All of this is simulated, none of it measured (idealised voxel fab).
A process module follows: voxel air gaps.
Pictured: cross-section cut, 255 nm wide, on a grid of 5 nm square cells.
Cross-section format: a grid of square cells, given as bands from top to bottom; each band is one or more rows of cells.
The entry gives the band's vertical extent as a top height and a bottom height in nm, then its horizontal make-up as materials from left to right, each with a width in nm. "blank" stands for empty space; a single material marked "all across" fills the band edge to edge.
It should be noted that heights are counted from 0, beneath which the wafer as supplied is of one material throughout, and that the lowest band possesses no lower boundary but continues downward, as written in "z 0 and below".
Graded width ("30..40"): value in top row of band = first number; value in bottom row = second number; row-to-row change constant.
"stayed the same" means the step left every cell of the cross-section as it was.
"Unvented voids" specifies each empty space that is not open to the top and that occupies no fewer than 8 cells, using the form width x height at distance, the distance measured from the left edge and all three quantities in nm.
That trailing text on a step's line, after the settings, is the simulator's own remark on the step.
overlay nm: where the mask lay relative to plan, measured to the right, on steps with a mask; negatives go left.
[Steps planned for the process]
1. RECEIVE: material Si
2. CONFORMAL_DEP: material SiO2, thk nm 15
3. CONFORMAL_DEP: material SiCN, thk nm 5
4. DIRECTIONAL_DEP: material lowk, thk nm 30
5. MASKED_ETCH: tone open, mask id LINES, width nm 20, pitch nm 45, etch materials lowk, depth nm 30, overlay nm 0
6. CONFORMAL_DEP: material TiN, thk nm 5
7. FILL_DEP: material W, thk nm 10
8. CMP: height nm 50
9. EPI: material Ru, thk nm 10
10. SELECTIVE_ETCH: etch materials lowk, depth nm 40
11. CONFORMAL_DEP: material SiCN, thk nm 5
[Account of the first of two wafers, which was processed as intended]
[As-received state of the wafer in cross-section, equivalent to post-step 1]
z 0 and below | Si all across
Unvented voids: none
[The wafer in cross-section once step 2 is complete]
z 15 to 0 | SiO2 all across
No changes below 0.
[The wafer in cross-section once step 3 is complete]
z 20 to 15 | SiCN all across
No changes below 15.
[The wafer in cross-section once step 4 is complete]
z 50 to 20 | lowk all across
No changes below 20.
[The wafer in cross-section once step 5 is complete]
z 50 to 20 | 70 lowk, 20 blank, 25 lowk, 20 blank, 25 lowk, 20 blank, 75 lowk
No changes below 20.
[The wafer in cross-section once step 6 is complete]
z 55 to 50 | 75 TiN, 10 blank, 35 TiN, 10 blank, 35 TiN, 10 blank, 80 TiN
z 50 to 25 | 70 lowk, 5 TiN, 10 blank, 5 TiN, 25 lowk, 5 TiN, 10 blank, 5 TiN, 25 lowk, 5 TiN, 10 blank, 5 TiN, 75 lowk
z 25 to 20 | 70 lowk, 20 TiN, 25 lowk, 20 TiN, 25 lowk, 20 TiN, 75 lowk
No changes below 20.
[The wafer in cross-section once step 7 is complete]
z 65 to 55 | W all across
z 55 to 50 | 75 TiN, 10 W, 35 TiN, 10 W, 35 TiN, 10 W, 80 TiN
z 50 to 25 | 70 lowk, 5 TiN, 10 W, 5 TiN, 25 lowk, 5 TiN, 10 W, 5 TiN, 25 lowk, 5 TiN, 10 W, 5 TiN, 75 lowk
No changes below 25.
[The wafer in cross-section once step 8 is complete]
z 50 to 25 | 70 lowk, 5 TiN, 10 W, 5 TiN, 25 lowk, 5 TiN, 10 W, 5 TiN, 25 lowk, 5 TiN, 10 W, 5 TiN, 75 lowk
No changes below 25.
[The wafer in cross-section once step 9 is complete]
z 60 to 50 | 60 blank, 40 Ru, 5 blank, 40 Ru, 5 blank, 40 Ru, 65 blank
No changes below 50.
[The wafer in cross-section once step 10 is complete]
z 60 to 50 | 60 blank, 40 Ru, 5 blank, 40 Ru, 5 blank, 40 Ru, 65 blank
z 50 to 25 | 70 blank, 5 TiN, 10 W, 5 TiN, 25 blank, 5 TiN, 10 W, 5 TiN, 25 blank, 5 TiN, 10 W, 5 TiN, 75 blank
z 25 to 20 | 70 blank, 20 TiN, 25 blank, 20 TiN, 25 blank, 20 TiN, 75 blank
No changes below 20.
[The wafer in cross-section once step 11 is complete]
z 65 to 60 | 55 blank, 140 SiCN, 60 blank
z 60 to 50 | 55 blank, 5 SiCN, 40 Ru, 5 SiCN, 40 Ru, 5 SiCN, 40 Ru, 5 SiCN, 60 blank
z 50 to 45 | 55 blank, 15 SiCN, 5 TiN, 10 W, 5 TiN, 25 SiCN, 5 TiN, 10 W, 5 TiN, 25 SiCN, 5 TiN, 10 W, 5 TiN, 15 SiCN, 60 blank
z 45 to 25 | 65 blank, 5 SiCN, 5 TiN, 10 W, 5 TiN, 5 SiCN, 15 blank, 5 SiCN, 5 TiN, 10 W, 5 TiN, 5 SiCN, 15 blank, 5 SiCN, 5 TiN, 10 W, 5 TiN, 5 SiCN, 70 blank
z 25 to 20 | 70 SiCN, 20 TiN, 25 SiCN, 20 TiN, 25 SiCN, 20 TiN, 75 SiCN
No changes below 20.
Unvented voids: 15 x 20 at 95; 15 x 20 at 140
[Second of two: same start, same plan, one run error; steps up to and including 4 match the first]
[Second wafer: cross-section at the scheduled end of step 5]
z 50 to 20 | 65 lowk, 30 blank, 15 lowk, 30 blank, 15 lowk, 30 blank, 70 lowk
No changes below 20.
[Second wafer: cross-section at the scheduled end of step 6]
z 55 to 50 | 70 TiN, 20 blank, 25 TiN, 20 blank, 25 TiN, 20 blank, 75 TiN
z 50 to 25 | 65 lowk, 5 TiN, 20 blank, 5 TiN, 15 lowk, 5 TiN, 20 blank, 5 TiN, 15 lowk, 5 TiN, 20 blank, 5 TiN, 70 lowk
z 25 to 20 | 65 lowk, 30 TiN, 15 lowk, 30 TiN, 15 lowk, 30 TiN, 70 lowk
No changes below 20.
[Second wafer: cross-section at the scheduled end of step 7]
z 65 to 55 | W all across
z 55 to 50 | 70 TiN, 20 W, 25 TiN, 20 W, 25 TiN, 20 W, 75 TiN
z 50 to 25 | 65 lowk, 5 TiN, 20 W, 5 TiN, 15 lowk, 5 TiN, 20 W, 5 TiN, 15 lowk, 5 TiN, 20 W, 5 TiN, 70 lowk
No changes below 25.
[Second wafer: cross-section at the scheduled end of step 8]
z 50 to 25 | 65 lowk, 5 TiN, 20 W, 5 TiN, 15 lowk, 5 TiN, 20 W, 5 TiN, 15 lowk, 5 TiN, 20 W, 5 TiN, 70 lowk
No changes below 25.
[Second wafer: cross-section at the scheduled end of step 9]
z 60 to 50 | 55 blank, 140 Ru, 60 blank
No changes below 50.
[Second wafer: cross-section at the scheduled end of step 10]
z 60 to 50 | 55 blank, 140 Ru, 60 blank
z 50 to 25 | 65 blank, 5 TiN, 20 W, 5 TiN, 15 lowk, 5 TiN, 20 W, 5 TiN, 15 lowk, 5 TiN, 20 W, 5 TiN, 70 blank
z 25 to 20 | 65 blank, 30 TiN, 15 lowk, 30 TiN, 15 lowk, 30 TiN, 70 blank
No changes below 20.
[Second wafer: cross-section at the scheduled end of step 11]
z 65 to 60 | 50 blank, 150 SiCN, 55 blank
z 60 to 50 | 50 blank, 5 SiCN, 140 Ru, 5 SiCN, 55 blank
z 50 to 45 | 50 blank, 15 SiCN, 5 TiN, 20 W, 5 TiN, 15 lowk, 5 TiN, 20 W, 5 TiN, 15 lowk, 5 TiN, 20 W, 5 TiN, 15 SiCN, 55 blank
z 45 to 25 | 60 blank, 5 SiCN, 5 TiN, 20 W, 5 TiN, 15 lowk, 5 TiN, 20 W, 5 TiN, 15 lowk, 5 TiN, 20 W, 5 TiN, 5 SiCN, 65 blank
z 25 to 20 | 65 SiCN, 30 TiN, 15 lowk, 30 TiN, 15 lowk, 30 TiN, 70 SiCN
No changes below 20.
Which mistake was made when the wafer was run? it should be noted that step 5 was executed with settings other than those planned, the operation and settings actually applied being MASKED_ETCH: tone open, mask id LINES, width nm 30, pitch nm 45, etch materials lowk, depth nm 30, overlay nm 0
Materials where the second wafer ends with more or fewer cells than the first: +8 Ru, -40 SiCN, +6 TiN, +30 W, +36 lowk
Final closed voids: first wafer 2, second wafer 0.
